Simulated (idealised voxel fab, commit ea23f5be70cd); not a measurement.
Module name: voxel double patterning (process module)
235 nm wide, 5 nm square cells: that's cross-section cut.
If you're reading a cross-section in this doc, picture square cells in a grid; it comes to you as bands, top ones listed first down to the bottom, and a band can be one or more rows of cells.
Top, bottom (nm), then materials left to right with widths (nm); lone material tagged "full width" fills the whole band edge to edge; "blank" = empty space.
Heads up on the height convention: 0 is the point under which the incoming wafer is all one material, and the lowest band has no bottom, it just keeps going down, like "0 down".
The notation "30..40" denotes a width that varies across the rows of cells in the band, beginning at the first number in the top row, finishing at the second number in the bottom row, and changing by an identical amount from each row to the next.
Reading "same as before" for a step: not a cell of the cross-section changed in it.
"Cavities, closed" - sealed voids, min. 8 cells, no opening to top; format: width x height at distance (distance from left edge; nm throughout).
Heads up: the bit after the settings on a step's line is the simulator's remark on that step.
You can add "overlay nm" to a step's line. For a step with a mask, it describes how far the mask lay to the right of its planned position, and a negative number describes a lay to the left.

-- Set out below are the planned steps of the process
1. RECEIVE,material Si
2. CONFORMAL_DEP,material SiO2,thk nm 10
3. DIRECTIONAL_DEP,material W,thk nm 15
4. DIRECTIONAL_DEP,material SiN,thk nm 10
5. DIRECTIONAL_DEP,material aC,thk nm 15
6. PATTERN,tone open,mask id FIRST,material resist,width nm 15,pitch nm 50,thk nm 35,overlay nm 0
7. DIRECTIONAL_ETCH,etch materials aC,depth nm 15
8. STRIP,etch materials resist
9. DIRECTIONAL_ETCH,etch materials SiN,depth nm 10
10. STRIP,etch materials aC
11. PATTERN,tone open,mask id SECOND,material resist,width nm 15,pitch nm 50,thk nm 15,overlay nm 0
12. DIRECTIONAL_ETCH,etch materials SiN,depth nm 10
13. STRIP,etch materials resist
14. DIRECTIONAL_ETCH,etch materials W,depth nm 15
15. STRIP,etch materials SiN

-- Run as planned: first of two wafers

-- As received (post step 1): cross-section
> 0 down | Si full width
> Cavities, closed: none

-- Wafer after step 2 (cross-section)
> 10 to 0 | SiO2 full width
> Unchanged below 0.

-- Wafer after step 3 (cross-section)
> 25 to 10 | W full width
> Unchanged below 10.

-- Wafer after step 4 (cross-section)
> 35 to 25 | SiN full width
> Unchanged below 25.

-- Wafer after step 5 (cross-section)
> 50 to 35 | aC full width
> Unchanged below 35.

-- Wafer after step 6 (cross-section)
> 85 to 50 | 60 resist / 15 blank / 35 resist / 15 blank / 35 resist / 15 blank / 60 resist
> Unchanged below 50.

-- Wafer after step 7 (cross-section)
> 70 to 50 | 60 resist / 15 blank / 35 resist / 15 blank / 35 resist / 15 blank / 60 resist
> 50 to 35 | 60 aC / 15 blank / 35 aC / 15 blank / 35 aC / 15 blank / 60 aC
> Unchanged below 35.

-- Wafer after step 8 (cross-section)
> 50 to 35 | 60 aC / 15 blank / 35 aC / 15 blank / 35 aC / 15 blank / 60 aC
> Unchanged below 35.

-- Wafer after step 9 (cross-section)
> 50 to 35 | 60 aC / 15 blank / 35 aC / 15 blank / 35 aC / 15 blank / 60 aC
> 35 to 25 | 60 SiN / 15 blank / 35 SiN / 15 blank / 35 SiN / 15 blank / 60 SiN
> Unchanged below 25.

-- Wafer after step 10 (cross-section)
> 35 to 25 | 60 SiN / 15 blank / 35 SiN / 15 blank / 35 SiN / 15 blank / 60 SiN
> Unchanged below 25.

-- Wafer after step 11 (cross-section)
> 50 to 35 | 85 resist / 15 blank / 35 resist / 15 blank / 85 resist
> 35 to 25 | 60 SiN / 15 resist / 35 SiN / 15 resist / 35 SiN / 15 resist / 60 SiN
> Unchanged below 25.

-- Wafer after step 12 (cross-section)
> 50 to 35 | 85 resist / 15 blank / 35 resist / 15 blank / 85 resist
> 35 to 25 | 60 SiN / 15 resist / 10 SiN / 15 blank / 10 SiN / 15 resist / 10 SiN / 15 blank / 10 SiN / 15 resist / 60 SiN
> Unchanged below 25.

-- Wafer after step 13 (cross-section)
> 35 to 25 | 60 SiN / 15 blank / 10 SiN / 15 blank / 10 SiN / 15 blank / 10 SiN / 15 blank / 10 SiN / 15 blank / 60 SiN
> Unchanged below 25.

-- Wafer after step 14 (cross-section)
> 35 to 25 | 60 SiN / 15 blank / 10 SiN / 15 blank / 10 SiN / 15 blank / 10 SiN / 15 blank / 10 SiN / 15 blank / 60 SiN
> 25 to 10 | 60 W / 15 blank / 10 W / 15 blank / 10 W / 15 blank / 10 W / 15 blank / 10 W / 15 blank / 60 W
> Unchanged below 10.

-- Wafer after step 15 (cross-section)
> 25 to 10 | 60 W / 15 blank / 10 W / 15 blank / 10 W / 15 blank / 10 W / 15 blank / 10 W / 15 blank / 60 W
> Unchanged below 10.

-- Okay, second wafer. Nothing different at the start, nothing different in the plan, just one mistake somewhere in the running. As far as step 10, counting that step, it's the first wafer all over again

-- The second wafer cut through, at the time step 11 was supposed to be finished
> 50 to 35 | 75 resist / 15 blank / 35 resist / 15 blank / 95 resist
> 35 to 25 | 60 SiN / 15 resist / 35 SiN / 15 resist / 35 SiN / 15 resist / 60 SiN
> Unchanged below 25.

-- The second wafer cut through, at the time step 12 was supposed to be finished
> 50 to 35 | 75 resist / 15 blank / 35 resist / 15 blank / 95 resist
> 35 to 25 | 60 SiN / 15 resist / 15 blank / 20 SiN / 15 resist / 15 blank / 20 SiN / 15 resist / 60 SiN
> Unchanged below 25.

-- The second wafer cut through, at the time step 13 was supposed to be finished
> 35 to 25 | 60 SiN / 30 blank / 20 SiN / 30 blank / 20 SiN / 15 blank / 60 SiN
> Unchanged below 25.

-- The second wafer cut through, at the time step 14 was supposed to be finished
> 35 to 25 | 60 SiN / 30 blank / 20 SiN / 30 blank / 20 SiN / 15 blank / 60 SiN
> 25 to 10 | 60 W / 30 blank / 20 W / 30 blank / 20 W / 15 blank / 60 W
> Unchanged below 10.

-- The second wafer cut through, at the time step 15 was supposed to be finished
> 25 to 10 | 60 W / 30 blank / 20 W / 30 blank / 20 W / 15 blank / 60 W
> Unchanged below 10.
Plan not followed: note that step 11 departed from the planned setting and was carried out as PATTERN,tone open,mask id SECOND,material resist,width nm 15,pitch nm 50,thk nm 15,overlay nm -10
So at the finish, the second wafer's got exactly as many cells of each material as the first, just not in the same spots.
